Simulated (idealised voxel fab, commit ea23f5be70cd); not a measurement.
Herein follows the process module entitled voxel wiring stack.
Cross-sectional view cut (width: 275 nm; square cell size: 5 nm).
Reading order for cross-sections: top band down to bottom band. Underlying form: a grid of square cells. Band size: one or more rows of cells.
Heads up on the band format: heights come first, top then bottom, in nm. After that it's the materials left to right, each with its width in nm. A single material flagged "all across" fills the whole band edge to edge, and "blank" means there's empty space there.
Beneath 0, the wafer as received is one material, and that level is where height counting begins. The lowest band goes on downward without a bottom; it is written like "from 0 down".
Width "30 to 40": first value at the band's top row of cells, second value at its bottom row, equal change from row to row.
Step note "no alteration" = no cross-section cell changed.
What "Sealed void list" gives you is every empty space of 8 cells or more that is cut off from the top. Each appears as width x height at distance, with the distance taken from the left edge and width, height and distance all in nm.
Formally, on a step line, whatever follows the settings is a remark that the simulator itself makes on the step.
Among the settings permitted on a step's line is "overlay nm"; applied to a step with a mask, it specifies the extent to which the mask lay to the right of its planned position, whereas a negative figure signifies a position to the left.

## Steps in the process plan
step 1: RECEIVE | material Si
step 2: CONFORMAL_DEP | material SiO2 | thk nm 15
step 3: DIRECTIONAL_DEP | material TiN | thk nm 5
step 4: DIRECTIONAL_DEP | material Ru | thk nm 25
step 5: DIRECTIONAL_DEP | material aC | thk nm 15
step 6: PATTERN | tone cover | mask id METAL_1 | material resist | width nm 20 | pitch nm 40 | thk nm 30 | overlay nm 0
step 7: DIRECTIONAL_ETCH | etch materials aC | depth nm 15
step 8: STRIP | etch materials resist
step 9: DIRECTIONAL_ETCH | etch materials Ru | depth nm 25
step 10: DIRECTIONAL_ETCH | etch materials TiN | depth nm 5
step 11: STRIP | etch materials aC
step 12: FILL_DEP | material SiO2 | thk nm 5
step 13: CMP | height nm 45
step 14: CONFORMAL_DEP | material SiCN | thk nm 5
step 15: DIRECTIONAL_DEP | material lowk | thk nm 30
step 16: PATTERN | tone open | mask id METAL_2_HOLES | material resist | width nm 15 | pitch nm 80 | thk nm 15 | overlay nm 0
step 17: DIRECTIONAL_ETCH | etch materials lowk | depth nm 30
step 18: STRIP | etch materials resist
step 19: PATTERN | tone open | mask id METAL_2 | material resist | width nm 20 | pitch nm 40 | thk nm 15 | overlay nm 0
step 20: DIRECTIONAL_ETCH | etch materials lowk | depth nm 20
step 21: DIRECTIONAL_ETCH | etch materials SiCN | depth nm 5
step 22: STRIP | etch materials resist
step 23: CONFORMAL_DEP | material TiN | thk nm 5
step 24: FILL_DEP | material Ru | thk nm 5
step 25: CMP | height nm 80
step 26: CONFORMAL_DEP | material SiCN | thk nm 5
step 27: DIRECTIONAL_DEP | material SiO2 | thk nm 35
step 28: DIRECTIONAL_DEP | material aC | thk nm 10
step 29: PATTERN | tone open | mask id METAL_3 | material resist | width nm 20 | pitch nm 40 | thk nm 30 | overlay nm 0
step 30: DIRECTIONAL_ETCH | etch materials aC | depth nm 10
step 31: STRIP | etch materials resist
step 32: DIRECTIONAL_ETCH | etch materials SiO2 | depth nm 20
step 33: STRIP | etch materials aC
step 34: MASKED_ETCH | tone open | mask id METAL_3_HOLES | width nm 15 | pitch nm 80 | etch materials SiO2 | depth nm 15 | overlay nm 0
step 35: MASKED_ETCH | tone open | mask id METAL_3_HOLES | width nm 15 | pitch nm 80 | etch materials SiCN | depth nm 5 | overlay nm 0
step 36: CONFORMAL_DEP | material TiN | thk nm 5
step 37: FILL_DEP | material Cu | thk nm 10
step 38: CMP | height nm 120
step 39: CONFORMAL_DEP | material SiN | thk nm 5

## Shown in cross-section is the wafer as received, that is, as it stands after step 1
from 0 down | Si all across
Sealed void list: none

## One mistake in running the module, otherwise start and plan as above: cross-section at the end
from 125 to 120 | SiN all across
from 120 to 110 | SiO2 60, TiN 5, Cu 15, TiN 5, SiO2 20, TiN 5, Cu 10, TiN 5, SiO2 15, TiN 5, Cu 15, TiN 5, SiO2 20, TiN 5, Cu 10, TiN 5, SiO2 70
from 110 to 105 | SiO2 60, TiN 10, Cu 10, TiN 5, SiO2 20, TiN 5, Cu 10, TiN 5, SiO2 15, TiN 10, Cu 10, TiN 5, SiO2 20, TiN 5, Cu 10, TiN 5, SiO2 70
from 105 to 100 | SiO2 65, TiN 5, Cu 10, TiN 5, SiO2 20, TiN 20, SiO2 20, TiN 5, Cu 10, TiN 5, SiO2 20, TiN 20, SiO2 70
from 100 to 90 | SiO2 65, TiN 5, Cu 10, TiN 5, SiO2 60, TiN 5, Cu 10, TiN 5, SiO2 110
from 90 to 85 | SiO2 65, TiN 5, Cu 5, TiN 10, SiO2 60, TiN 5, Cu 5, TiN 10, SiO2 110
from 85 to 80 | SiCN 65, TiN 15, SiCN 65, TiN 15, SiCN 115
from 80 to 65 | lowk 65, TiN 5, Ru 10, TiN 5, lowk 20, TiN 5, Ru 10, TiN 5, lowk 20, TiN 5, Ru 10, TiN 5, lowk 20, TiN 5, Ru 10, TiN 5, lowk 70
from 65 to 60 | lowk 65, TiN 5, Ru 5, TiN 10, lowk 20, TiN 20, lowk 20, TiN 5, Ru 5, TiN 10, lowk 20, TiN 20, lowk 70
from 60 to 50 | lowk 65, TiN 5, Ru 5, TiN 5, lowk 65, TiN 5, Ru 5, TiN 5, lowk 115
from 50 to 45 | SiCN 65, TiN 15, SiCN 65, TiN 15, SiCN 115
from 45 to 20 | SiO2 65, Ru 20, SiO2 20, Ru 20, SiO2 20, Ru 20, SiO2 20, Ru 20, SiO2 70
from 20 to 15 | SiO2 65, TiN 20, SiO2 20, TiN 20, SiO2 20, TiN 20, SiO2 20, TiN 20, SiO2 70
from 15 to 0 | SiO2 all across
from 0 down | Si all across
Sealed void list: none
Diagnosis: step 34, actual vs plan mismatch, actual run MASKED_ETCH | tone open | mask id METAL_3_HOLES | width nm 25 | pitch nm 80 | etch materials SiO2 | depth nm 15 | overlay nm 0
